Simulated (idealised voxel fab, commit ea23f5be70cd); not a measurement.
process module | voxel air gaps
cross-section cut | 210 nm wide | cells 5 nm
A cross-section is a grid of square cells, given in bands from the top down. A band is one or more rows of cells.
Each band's line starts with the height of the band's top and of its bottom, in nm. Then come its materials from left to right, each with its width in nm. One material with "throughout" fills the band from edge to edge. "air" is empty space.
Height 0 is the level under which the wafer as received is all one material. The lowest band goes on downwards, as in "0 down".
A width such as "30 to 40" changes by the same amount from each row of cells to the next, from the band's top row to its bottom row.
"no change" after a step means that no cell of the cross-section changed.
closed voids: empty space of 8 cells or more with no open way to the top, each as width x height at its distance from the left edge, in nm
after a step's settings: what the simulator itself notes on the step
overlay nm, on a step with a mask: how far to the right of its planned place the mask lay; to the left if negative
plan
1 op RECEIVE | material Si
2 op CONFORMAL_DEP | material SiO2 | thk nm 10
3 op CONFORMAL_DEP | material SiN | thk nm 5
4 op DIRECTIONAL_DEP | material SiO2 | thk nm 35
5 op MASKED_ETCH | tone open | mask id LINES | width nm 15 | pitch nm 40 | etch materials SiO2 | depth nm 35 | overlay nm 0
6 op CONFORMAL_DEP | material TiN | thk nm 5
7 op FILL_DEP | material Cu | thk nm 5
8 op CMP | height nm 50
9 op EPI | material Ru | thk nm 10
10 op SELECTIVE_ETCH | etch materials SiO2 | depth nm 45
11 op CONFORMAL_DEP | material SiCN | thk nm 5
first wafer, as planned
as received, after step 1
  0 down: Si throughout
  closed voids: none
after step 2
  10 to 0: SiO2 throughout
  below 0: unchanged
after step 3
  15 to 10: SiN throughout
  below 10: unchanged
after step 4
  50 to 15: SiO2 throughout
  below 15: unchanged
after step 5
  50 to 15: SiO2 55 | air 15 | SiO2 25 | air 15 | SiO2 25 | air 15 | SiO2 60
  below 15: unchanged
after step 6
  55 to 50: TiN 60 | air 5 | TiN 35 | air 5 | TiN 35 | air 5 | TiN 65
  50 to 20: SiO2 55 | TiN 5 | air 5 | TiN 5 | SiO2 25 | TiN 5 | air 5 | TiN 5 | SiO2 25 | TiN 5 | air 5 | TiN 5 | SiO2 60
  20 to 15: SiO2 55 | TiN 15 | SiO2 25 | TiN 15 | SiO2 25 | TiN 15 | SiO2 60
  below 15: unchanged
after step 7
  60 to 55: Cu throughout
  55 to 50: TiN 60 | Cu 5 | TiN 35 | Cu 5 | TiN 35 | Cu 5 | TiN 65
  50 to 20: SiO2 55 | TiN 5 | Cu 5 | TiN 5 | SiO2 25 | TiN 5 | Cu 5 | TiN 5 | SiO2 25 | TiN 5 | Cu 5 | TiN 5 | SiO2 60
  below 20: unchanged
after step 8
  50 to 20: SiO2 55 | TiN 5 | Cu 5 | TiN 5 | SiO2 25 | TiN 5 | Cu 5 | TiN 5 | SiO2 25 | TiN 5 | Cu 5 | TiN 5 | SiO2 60
  below 20: unchanged
after step 9
  60 to 50: air 45 | Ru 35 | air 5 | Ru 35 | air 5 | Ru 35 | air 50
  below 50: unchanged
after step 10
  60 to 50: air 45 | Ru 35 | air 5 | Ru 35 | air 5 | Ru 35 | air 50
  50 to 20: air 55 | TiN 5 | Cu 5 | TiN 5 | air 25 | TiN 5 | Cu 5 | TiN 5 | air 25 | TiN 5 | Cu 5 | TiN 5 | air 60
  20 to 15: air 55 | TiN 15 | air 25 | TiN 15 | air 25 | TiN 15 | air 60
  below 15: unchanged
after step 11
  65 to 60: air 40 | SiCN 125 | air 45
  60 to 50: air 40 | SiCN 5 | Ru 35 | SiCN 5 | Ru 35 | SiCN 5 | Ru 35 | SiCN 5 | air 45
  50 to 45: air 40 | SiCN 15 | TiN 5 | Cu 5 | TiN 5 | SiCN 25 | TiN 5 | Cu 5 | TiN 5 | SiCN 25 | TiN 5 | Cu 5 | TiN 5 | SiCN 15 | air 45
  45 to 20: air 50 | SiCN 5 | TiN 5 | Cu 5 | TiN 5 | SiCN 5 | air 15 | SiCN 5 | TiN 5 | Cu 5 | TiN 5 | SiCN 5 | air 15 | SiCN 5 | TiN 5 | Cu 5 | TiN 5 | SiCN 5 | air 55
  20 to 15: SiCN 55 | TiN 15 | SiCN 25 | TiN 15 | SiCN 25 | TiN 15 | SiCN 60
  below 15: unchanged
  closed voids: 15 x 25 at 75; 15 x 25 at 115
second wafer: like start, like plan, one mistake. Through step 2 it matches the first wafer
when step 3 should have ended
  45 to 0: SiO2 throughout
  below 0: unchanged
when step 4 should have ended
  50 to 45: SiN throughout
  below 45: unchanged
when step 5 should have ended: no change
when step 6 should have ended
  55 to 50: TiN throughout
  below 50: unchanged
when step 7 should have ended
  60 to 55: Cu throughout
  below 55: unchanged
when step 8 should have ended
  50 to 45: SiN throughout
  below 45: unchanged
when step 9 should have ended: no change
when step 10 should have ended: no change
when step 11 should have ended
  55 to 50: SiCN throughout
  below 50: unchanged
what went wrong: steps 3 and 4 were swapped
at the end the second wafer has, in cells: 18 fewer of Cu | 42 fewer of Ru | 70 fewer of SiCN | 294 more of SiO2 | 45 fewer of TiN
closed voids at the end (first wafer, second wafer): 2, 0
